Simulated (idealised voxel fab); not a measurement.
A process module follows: voxel wiring stack.
The cross-section shown here is cut; it is 175 nm wide and divided into square cells measuring 5 nm on a side.
Cross-section = grid of square cells, listed top down in bands; band = one or more rows. Basically the band line says how high the top is and how high the bottom is, in nm, and then what's in it from left to right, every material with its width in nm. Empty space shows up as "blank", and if a single material carries "full width" it runs the full band edge to edge. Where do heights start? At 0: under that level the wafer as delivered is made of one material only. And the lowest band has no floor; it just carries on downward, as in "0..down". It should be noted that a width expressed as "30 to 40" varies in equal increments from row to row of cells within the band, taking the value of the first number at the top row and that of the second number at the bottom row. The cross-section has no changed cell in any step marked "nothing altered". Voids not open to the top, 8 cells minimum: see "Closed void list". Written width x height at distance; distance is from the left edge; nm. Heads up: the bit after the settings on a step's line is the simulator's remark on that step. For masked steps, "overlay nm" on the step line gives how far right of plan the mask actually lay; a minus sign means it lay to the left.

Steps planned for the process
1. op RECEIVE | material Si
2. op CONFORMAL_DEP | material SiO2 | thk nm 10
3. op CONFORMAL_DEP | material SiCN | thk nm 5
4. op DIRECTIONAL_DEP | material SiO2 | thk nm 25
5. op DIRECTIONAL_DEP | material aC | thk nm 15
6. op PATTERN | tone open | mask id METAL_1 | material resist | width nm 25 | pitch nm 40 | thk nm 30 | overlay nm 0
7. op DIRECTIONAL_ETCH | etch materials aC | depth nm 15
8. op STRIP | etch materials resist
9. op DIRECTIONAL_ETCH | etch materials SiO2 | depth nm 25
10. op DIRECTIONAL_ETCH | etch materials SiCN | depth nm 5
11. op STRIP | etch materials aC
12. op CONFORMAL_DEP | material TiN | thk nm 5
13. op FILL_DEP | material Ru | thk nm 5
14. op CMP | height nm 40
15. op EPI | material Ru | thk nm 5
16. op FILL_DEP | material SiCN | thk nm 5
17. op DIRECTIONAL_DEP | material SiO2 | thk nm 25
18. op MASKED_ETCH | tone open | mask id METAL_2 | width nm 25 | pitch nm 40 | etch materials SiO2 | depth nm 15 | overlay nm 0
19. op PATTERN | tone open | mask id METAL_2_HOLES | material resist | width nm 15 | pitch nm 40 | thk nm 15 | overlay nm 0
20. op DIRECTIONAL_ETCH | etch materials SiO2 | depth nm 10
21. op DIRECTIONAL_ETCH | etch materials SiCN | depth nm 5
22. op STRIP | etch materials resist
23. op CONFORMAL_DEP | material TiN | thk nm 5
24. op FILL_DEP | material Cu | thk nm 5
25. op CMP | height nm 75
26. op CONFORMAL_DEP | material SiCN | thk nm 5

On the first of the two wafers: run conducted according to plan

Cross-section: wafer on arrival = after step 1
	0..down  Si full width
	Closed void list: none

Once step 2 is through, the wafer looks like this in cross-section
	10..0  SiO2 full width
	Below 0 it's all the same as before, nothing changed down there.

Once step 3 is through, the wafer looks like this in cross-section
	15..10  SiCN full width
	Below 10 it's all the same as before, nothing changed down there.

Once step 4 is through, the wafer looks like this in cross-section
	40..15  SiO2 full width
	Below 15 it's all the same as before, nothing changed down there.

Once step 5 is through, the wafer looks like this in cross-section
	55..40  aC full width
	Below 40 it's all the same as before, nothing changed down there.

Once step 6 is through, the wafer looks like this in cross-section
	85..55  resist 35, then blank 25, then resist 15, then blank 25, then resist 15, then blank 25, then resist 35
	Below 55 it's all the same as before, nothing changed down there.

Once step 7 is through, the wafer looks like this in cross-section
	70..55  resist 35, then blank 25, then resist 15, then blank 25, then resist 15, then blank 25, then resist 35
	55..40  aC 35, then blank 25, then aC 15, then blank 25, then aC 15, then blank 25, then aC 35
	Below 40 it's all the same as before, nothing changed down there.

Once step 8 is through, the wafer looks like this in cross-section
	55..40  aC 35, then blank 25, then aC 15, then blank 25, then aC 15, then blank 25, then aC 35
	Below 40 it's all the same as before, nothing changed down there.

Once step 9 is through, the wafer looks like this in cross-section
	55..40  aC 35, then blank 25, then aC 15, then blank 25, then aC 15, then blank 25, then aC 35
	40..15  SiO2 35, then blank 25, then SiO2 15, then blank 25, then SiO2 15, then blank 25, then SiO2 35
	Below 15 it's all the same as before, nothing changed down there.

Once step 10 is through, the wafer looks like this in cross-section
	55..40  aC 35, then blank 25, then aC 15, then blank 25, then aC 15, then blank 25, then aC 35
	40..15  SiO2 35, then blank 25, then SiO2 15, then blank 25, then SiO2 15, then blank 25, then SiO2 35
	15..10  SiCN 35, then blank 25, then SiCN 15, then blank 25, then SiCN 15, then blank 25, then SiCN 35
	Below 10 it's all the same as before, nothing changed down there.

Once step 11 is through, the wafer looks like this in cross-section
	40..15  SiO2 35, then blank 25, then SiO2 15, then blank 25, then SiO2 15, then blank 25, then SiO2 35
	Below 15 it's all the same as before, nothing changed down there.

Once step 12 is through, the wafer looks like this in cross-section
	45..40  TiN 40, then blank 15, then TiN 25, then blank 15, then TiN 25, then blank 15, then TiN 40
	40..15  SiO2 35, then TiN 5, then blank 15, then TiN 5, then SiO2 15, then TiN 5, then blank 15, then TiN 5, then SiO2 15, then TiN 5, then blank 15, then TiN 5, then SiO2 35
	15..10  SiCN 35, then TiN 25, then SiCN 15, then TiN 25, then SiCN 15, then TiN 25, then SiCN 35
	Below 10 it's all the same as before, nothing changed down there.

Once step 13 is through, the wafer looks like this in cross-section
	50..45  Ru full width
	45..40  TiN 40, then Ru 15, then TiN 25, then Ru 15, then TiN 25, then Ru 15, then TiN 40
	40..15  SiO2 35, then TiN 5, then Ru 15, then TiN 5, then SiO2 15, then TiN 5, then Ru 15, then TiN 5, then SiO2 15, then TiN 5, then Ru 15, then TiN 5, then SiO2 35
	Below 15 it's all the same as before, nothing changed down there.

Once step 14 is through, the wafer looks like this in cross-section
	40..15  SiO2 35, then TiN 5, then Ru 15, then TiN 5, then SiO2 15, then TiN 5, then Ru 15, then TiN 5, then SiO2 15, then TiN 5, then Ru 15, then TiN 5, then SiO2 35
	Below 15 it's all the same as before, nothing changed down there.

Once step 15 is through, the wafer looks like this in cross-section
	45..40  blank 30, then Ru 35, then blank 5, then Ru 35, then blank 5, then Ru 35, then blank 30
	Below 40 it's all the same as before, nothing changed down there.

Once step 16 is through, the wafer looks like this in cross-section
	50..45  SiCN full width
	45..40  SiCN 30, then Ru 35, then SiCN 5, then Ru 35, then SiCN 5, then Ru 35, then SiCN 30
	Below 40 it's all the same as before, nothing changed down there.

Once step 17 is through, the wafer looks like this in cross-section
	75..50  SiO2 full width
	Below 50 it's all the same as before, nothing changed down there.

Once step 18 is through, the wafer looks like this in cross-section
	75..60  SiO2 35, then blank 25, then SiO2 15, then blank 25, then SiO2 15, then blank 25, then SiO2 35
	Below 60 it's all the same as before, nothing changed down there.

Once step 19 is through, the wafer looks like this in cross-section
	90..75  resist 35, then blank 15, then resist 25, then blank 15, then resist 25, then blank 15, then resist 45
	75..60  SiO2 35, then blank 15, then resist 10, then SiO2 15, then blank 15, then resist 10, then SiO2 15, then blank 15, then resist 10, then SiO2 35
	Below 60 it's all the same as before, nothing changed down there.

Once step 20 is through, the wafer looks like this in cross-section
	90..75  resist 35, then blank 15, then resist 25, then blank 15, then resist 25, then blank 15, then resist 45
	75..60  SiO2 35, then blank 15, then resist 10, then SiO2 15, then blank 15, then resist 10, then SiO2 15, then blank 15, then resist 10, then SiO2 35
	60..50  SiO2 35, then blank 15, then SiO2 25, then blank 15, then SiO2 25, then blank 15, then SiO2 45
	Below 50 it's all the same as before, nothing changed down there.

Once step 21 is through, the wafer looks like this in cross-section
	90..75  resist 35, then blank 15, then resist 25, then blank 15, then resist 25, then blank 15, then resist 45
	75..60  SiO2 35, then blank 15, then resist 10, then SiO2 15, then blank 15, then resist 10, then SiO2 15, then blank 15, then resist 10, then SiO2 35
	60..50  SiO2 35, then blank 15, then SiO2 25, then blank 15, then SiO2 25, then blank 15, then SiO2 45
	50..45  SiCN 35, then blank 15, then SiCN 25, then blank 15, then SiCN 25, then blank 15, then SiCN 45
	Below 45 it's all the same as before, nothing changed down there.

Once step 22 is through, the wafer looks like this in cross-section
	75..60  SiO2 35, then blank 25, then SiO2 15, then blank 25, then SiO2 15, then blank 25, then SiO2 35
	Below 60 it's all the same as before, nothing changed down there.

Once step 23 is through, the wafer looks like this in cross-section
	80..75  TiN 40, then blank 15, then TiN 25, then blank 15, then TiN 25, then blank 15, then TiN 40
	75..65  SiO2 35, then TiN 5, then blank 15, then TiN 5, then SiO2 15, then TiN 5, then blank 15, then TiN 5, then SiO2 15, then TiN 5, then blank 15, then TiN 5, then SiO2 35
	65..60  SiO2 35, then TiN 5, then blank 5, then TiN 15, then SiO2 15, then TiN 5, then blank 5, then TiN 15, then SiO2 15, then TiN 5, then blank 5, then TiN 15, then SiO2 35
	60..50  SiO2 35, then TiN 5, then blank 5, then TiN 5, then SiO2 25, then TiN 5, then blank 5, then TiN 5, then SiO2 25, then TiN 5, then blank 5, then TiN 5, then SiO2 45
	50..45  SiCN 35, then TiN 15, then SiCN 25, then TiN 15, then SiCN 25, then TiN 15, then SiCN 45
	Below 45 it's all the same as before, nothing changed down there.

Once step 24 is through, the wafer looks like this in cross-section
	85..80  Cu full width
	80..75  TiN 40, then Cu 15, then TiN 25, then Cu 15, then TiN 25, then Cu 15, then TiN 40
	75..65  SiO2 35, then TiN 5, then Cu 15, then TiN 5, then SiO2 15, then TiN 5, then Cu 15, then TiN 5, then SiO2 15, then TiN 5, then Cu 15, then TiN 5, then SiO2 35
	65..60  SiO2 35, then TiN 5, then Cu 5, then TiN 15, then SiO2 15, then TiN 5, then Cu 5, then TiN 15, then SiO2 15, then TiN 5, then Cu 5, then TiN 15, then SiO2 35
	60..50  SiO2 35, then TiN 5, then Cu 5, then TiN 5, then SiO2 25, then TiN 5, then Cu 5, then TiN 5, then SiO2 25, then TiN 5, then Cu 5, then TiN 5, then SiO2 45
	Below 50 it's all the same as before, nothing changed down there.

Once step 25 is through, the wafer looks like this in cross-section
	75..65  SiO2 35, then TiN 5, then Cu 15, then TiN 5, then SiO2 15, then TiN 5, then Cu 15, then TiN 5, then SiO2 15, then TiN 5, then Cu 15, then TiN 5, then SiO2 35
	Below 65 it's all the same as before, nothing changed down there.

Once step 26 is through, the wafer looks like this in cross-section
	80..75  SiCN full width
	Below 75 it's all the same as before, nothing changed down there.

What follows concerns the second wafer, which started out like the first and was meant to follow the very same plan; one mistake crept in when it was run, but everything up to and including step 18 is the same as for the first wafer

Second wafer shown in cross-section at the time step 19 was slated to end
	90..75  resist 35, then blank 20, then resist 20, then blank 20, then resist 20, then blank 20, then resist 40
	75..60  SiO2 35, then blank 20, then resist 5, then SiO2 15, then blank 20, then resist 5, then SiO2 15, then blank 20, then resist 5, then SiO2 35
	Below 60 it's all the same as before, nothing changed down there.

Second wafer shown in cross-section at the time step 20 was slated to end
	90..75  resist 35, then blank 20, then resist 20, then blank 20, then resist 20, then blank 20, then resist 40
	75..60  SiO2 35, then blank 20, then resist 5, then SiO2 15, then blank 20, then resist 5, then SiO2 15, then blank 20, then resist 5, then SiO2 35
	60..50  SiO2 35, then blank 20, then SiO2 20, then blank 20, then SiO2 20, then blank 20, then SiO2 40
	Below 50 it's all the same as before, nothing changed down there.

Second wafer shown in cross-section at the time step 21 was slated to end
	90..75  resist 35, then blank 20, then resist 20, then blank 20, then resist 20, then blank 20, then resist 40
	75..60  SiO2 35, then blank 20, then resist 5, then SiO2 15, then blank 20, then resist 5, then SiO2 15, then blank 20, then resist 5, then SiO2 35
	60..50  SiO2 35, then blank 20, then SiO2 20, then blank 20, then SiO2 20, then blank 20, then SiO2 40
	50..45  SiCN 35, then blank 20, then SiCN 20, then blank 20, then SiCN 20, then blank 20, then SiCN 40
	Below 45 it's all the same as before, nothing changed down there.

Second wafer shown in cross-section at the time step 22 was slated to end
	75..60  SiO2 35, then blank 25, then SiO2 15, then blank 25, then SiO2 15, then blank 25, then SiO2 35
	Below 60 it's all the same as before, nothing changed down there.

Second wafer shown in cross-section at the time step 23 was slated to end
	80..75  TiN 40, then blank 15, then TiN 25, then blank 15, then TiN 25, then blank 15, then TiN 40
	75..65  SiO2 35, then TiN 5, then blank 15, then TiN 5, then SiO2 15, then TiN 5, then blank 15, then TiN 5, then SiO2 15, then TiN 5, then blank 15, then TiN 5, then SiO2 35
	65..60  SiO2 35, then TiN 5, then blank 10, then TiN 10, then SiO2 15, then TiN 5, then blank 10, then TiN 10, then SiO2 15, then TiN 5, then blank 10, then TiN 10, then SiO2 35
	60..50  SiO2 35, then TiN 5, then blank 10, then TiN 5, then SiO2 20, then TiN 5, then blank 10, then TiN 5, then SiO2 20, then TiN 5, then blank 10, then TiN 5, then SiO2 40
	50..45  SiCN 35, then TiN 20, then SiCN 20, then TiN 20, then SiCN 20, then TiN 20, then SiCN 40
	Below 45 it's all the same as before, nothing changed down there.

Second wafer shown in cross-section at the time step 24 was slated to end
	85..80  Cu full width
	80..75  TiN 40, then Cu 15, then TiN 25, then Cu 15, then TiN 25, then Cu 15, then TiN 40
	75..65  SiO2 35, then TiN 5, then Cu 15, then TiN 5, then SiO2 15, then TiN 5, then Cu 15, then TiN 5, then SiO2 15, then TiN 5, then Cu 15, then TiN 5, then SiO2 35
	65..60  SiO2 35, then TiN 5, then Cu 10, then TiN 10, then SiO2 15, then TiN 5, then Cu 10, then TiN 10, then SiO2 15, then TiN 5, then Cu 10, then TiN 10, then SiO2 35
	60..50  SiO2 35, then TiN 5, then Cu 10, then TiN 5, then SiO2 20, then TiN 5, then Cu 10, then TiN 5, then SiO2 20, then TiN 5, then Cu 10, then TiN 5, then SiO2 40
	Below 50 it's all the same as before, nothing changed down there.

Second wafer shown in cross-section at the time step 25 was slated to end
	75..65  SiO2 35, then TiN 5, then Cu 15, then TiN 5, then SiO2 15, then TiN 5, then Cu 15, then TiN 5, then SiO2 15, then TiN 5, then Cu 15, then TiN 5, then SiO2 35
	Below 65 it's all the same as before, nothing changed down there.

Second wafer shown in cross-section at the time step 26 was slated to end
	80..75  SiCN full width
	Below 75 it's all the same as before, nothing changed down there.
Heads up, the wafer didn't run the way we planned it: step 19 ran differently from the plan; actual operation with settings: op PATTERN | tone open | mask id METAL_2_HOLES | material resist | width nm 20 | pitch nm 40 | thk nm 15 | overlay nm 0
Cell-count delta at end, second wafer over first, by material: 9 more of Cu | 3 fewer of SiCN | 6 fewer of SiO2
